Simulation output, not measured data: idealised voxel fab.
voxel self aligned contacts: a process module
FYI the section here is cut, 140 nm wide, cells are 5 nm squares.
Cross-section, as written here: a square-cell grid given band by band from the top down, where a band holds one or more rows of cells. Top height, bottom height, nm. Materials left to right, width each, nm. Single material + "edge to edge" = fills band edge to edge. "air" = empty. Heights are measured from 0, the level below which the as-received wafer is all one material; the lowest band has no bottom and continues downward, written as in "0..down". A width given as "30->40" starts at the first number in the band's top row and ends at the second number in its bottom row, shifting by an equal amount at every step from row to row. "no alterations made" (step): cross-section cells unchanged, all of them. Voids, fully enclosed: empty space of 8 cells or more with no open way to the top, each as width x height at its distance from the left edge, in nm. Formally, on a step line, whatever follows the settings is a remark that the simulator itself makes on the step. When a step includes a mask, the "overlay nm" setting on its line states how far to the right of its planned place that mask lay, and negative values state how far to the left.

**The planned process steps are enumerated hereunder**
1 RECEIVE | material Si
2 OXIDIZE | depth nm 5
3 DIRECTIONAL_DEP | material polySi | thk nm 25
4 DIRECTIONAL_DEP | material SiN | thk nm 25
5 PATTERN | tone cover | mask id GATE | material resist | width nm 35 | pitch nm 75 | thk nm 20 | overlay nm 0
6 DIRECTIONAL_ETCH | etch materials SiN | depth nm 25
7 DIRECTIONAL_ETCH | etch materials polySi | depth nm 25
8 STRIP | etch materials resist
9 CONFORMAL_DEP | material SiN | thk nm 10
10 DIRECTIONAL_ETCH | etch materials SiN | depth nm 10
11 FILL_DEP | material SiO2 | thk nm 10
12 CMP | height nm 55
13 PATTERN | tone open | mask id CONTACT | material resist | width nm 50 | thk nm 20 | overlay nm 0
14 DIRECTIONAL_ETCH | etch materials SiO2 | depth nm 60
15 STRIP | etch materials resist
16 CONFORMAL_DEP | material TiN | thk nm 5
17 FILL_DEP | material W | thk nm 10
18 CMP | height nm 55
19 CONFORMAL_DEP | material SiCN | thk nm 5

**Cross-section, incoming material, after step 1**
- 0..down: Si edge to edge
- Voids, fully enclosed: none

**The first of the two wafers as seen in cross-section once the module was finished; processing followed the plan**
- 60..55: SiCN edge to edge
- 55..50: SiO2: 45  TiN: 20  W: 10  TiN: 20  SiO2: 45
- 50..25: SiO2: 5  SiN: 55  TiN: 5  W: 10  TiN: 5  SiN: 55  SiO2: 5
- 25..0: SiO2: 5  SiN: 10  polySi: 35  SiN: 10  TiN: 5  W: 10  TiN: 5  SiN: 10  polySi: 35  SiN: 10  SiO2: 5
- 0..-5: SiO2: 60  TiN: 20  SiO2: 60
- -5..down: Si edge to edge
- Voids, fully enclosed: none

**Second wafer of the two, sectioned at the end of the module. It began like the first and followed the same plan, but one mistake was made while running it**
- 60..55: SiCN edge to edge
- 55..50: SiO2: 5  polySi: 55  TiN: 5  W: 10  TiN: 5  polySi: 55  SiO2: 5
- 50..25: SiO2: 5  polySi: 10  SiN: 35  polySi: 10  TiN: 5  W: 10  TiN: 5  polySi: 10  SiN: 35  polySi: 10  SiO2: 5
- 25..15: SiO2: 5  polySi: 55  TiN: 5  W: 10  TiN: 5  polySi: 55  SiO2: 5
- 15..10: SiO2: 5  polySi: 55  TiN: 20  polySi: 55  SiO2: 5
- 10..0: polySi edge to edge
- 0..-5: SiO2 edge to edge
- -5..down: Si edge to edge
- Voids, fully enclosed: none
Misprocessing identified: step 9 ran with different settings than intended, the actual operation and settings being CONFORMAL_DEP | material polySi | thk nm 10
Final wafer comparison in cells, second versus first, more or fewer per material: SiN -80; SiO2 -16; TiN -12; W -6; polySi +114
